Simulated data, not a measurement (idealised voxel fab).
voxel self aligned contacts: a process module
This is section cut - it's 240 nm across, gridded in 5 nm square cells.
A cross-section is a grid of square cells, given in bands from the top down. A band is one or more rows of cells. Band entry format. Leading values: height of top, height of bottom, nm. Remainder: materials in left-to-right order, each with its width in nm. Special words: "full width" on a single material, which then fills the band edge to edge; "blank", empty space. Note: height 0 marks the level under which the wafer is uniformly one material as received. Lowest band unbounded below, written "0..down". It should be noted that a width expressed as "30 to 40" varies in equal increments from row to row of cells within the band, taking the value of the first number at the top row and that of the second number at the bottom row. Any step labelled "no change" changed none of the cells in the cross-section. Trapped voids: empty space of 8 cells or more with no open way to the top, each as width x height at its distance from the left edge, in nm. Past the settings on a step's line: simulator remark, on that step. Among the settings permitted on a step's line is "overlay nm"; applied to a step with a mask, it specifies the extent to which the mask lay to the right of its planned position, whereas a negative figure signifies a position to the left.

LISTED BELOW ARE THE PROCESS STEPS AS PLANNED
1,RECEIVE,material Si
2,OXIDIZE,depth nm 5
3,DIRECTIONAL_DEP,material polySi,thk nm 30
4,DIRECTIONAL_DEP,material SiN,thk nm 15
5,MASKED_ETCH,tone cover,mask id GATE,width nm 30,pitch nm 60,etch materials SiN,depth nm 15,overlay nm 0
6,MASKED_ETCH,tone cover,mask id GATE,width nm 30,pitch nm 60,etch materials polySi,depth nm 30,overlay nm 0
7,CONFORMAL_DEP,material SiN,thk nm 5
8,DIRECTIONAL_ETCH,etch materials SiN,depth nm 5
9,FILL_DEP,material SiO2,thk nm 20
10,CMP,height nm 55
11,DIRECTIONAL_DEP,material aC,thk nm 15
12,PATTERN,tone open,mask id CONTACT,material resist,width nm 40,thk nm 30,overlay nm 0
13,DIRECTIONAL_ETCH,etch materials aC,depth nm 15
14,STRIP,etch materials resist
15,DIRECTIONAL_ETCH,etch materials SiO2,depth nm 60
16,STRIP,etch materials aC
17,CONFORMAL_DEP,material TiN,thk nm 5
18,FILL_DEP,material Ru,thk nm 5
19,CMP,height nm 55
20,CONFORMAL_DEP,material SiCN,thk nm 5

WAFER AS RECEIVED: CROSS-SECTION FOLLOWING STEP 1
- 0..down  Si full width
- Trapped voids: none

LOOKING AT THE FIRST OF TWO WAFERS IN CROSS-SECTION AT END OF MODULE - RAN TO PLAN
- 60..55  SiCN full width
- 55..45  SiO2=100 | TiN=5 to 15 | Ru=30 to 10 | TiN=5 to 15 | SiO2=100
- 45..30  SiO2=70 | SiN=40 | TiN=5 | Ru=10 | TiN=5 | SiN=40 | SiO2=70
- 30..0  SiO2=70 | SiN=5 | polySi=30 | SiN=5 | TiN=5 | Ru=10 | TiN=5 | SiN=5 | polySi=30 | SiN=5 | SiO2=70
- 0..-5  SiO2=110 | TiN=20 | SiO2=110
- -5..down  Si full width
- Trapped voids: none

WAFER TWO, END OF MODULE, CROSS-SECTION. SAME START, SAME PLAN AS WAFER ONE. ONE MISTAKE IN THE RUN
- 60..55  SiCN full width
- 55..45  SiO2=100 | TiN=5 to 20 | Ru=30 to 5 | TiN=5 to 15 | SiO2=100
- 45..30  SiO2=70 | SiN=45 | TiN=5 | Ru=5 | TiN=5 | SiN=45 | SiO2=65
- 30..0  SiO2=70 | SiN=5 | polySi=35 | SiN=5 | TiN=5 | Ru=5 | TiN=5 | SiN=5 | polySi=35 | SiN=5 | SiO2=65
- 0..-5  SiO2=115 | TiN=15 | SiO2=110
- -5..down  Si full width
- Trapped voids: none
Heads up, the wafer didn't run the way we planned it: step 5 was run on a setting that differed from the plan, and what really ran there is MASKED_ETCH,tone cover,mask id GATE,width nm 35,pitch nm 60,etch materials SiN,depth nm 15,overlay nm 0
End of process, cell counts, second wafer against first, materials with more or fewer: Ru -10, SiN +6, SiO2 -8, polySi +12
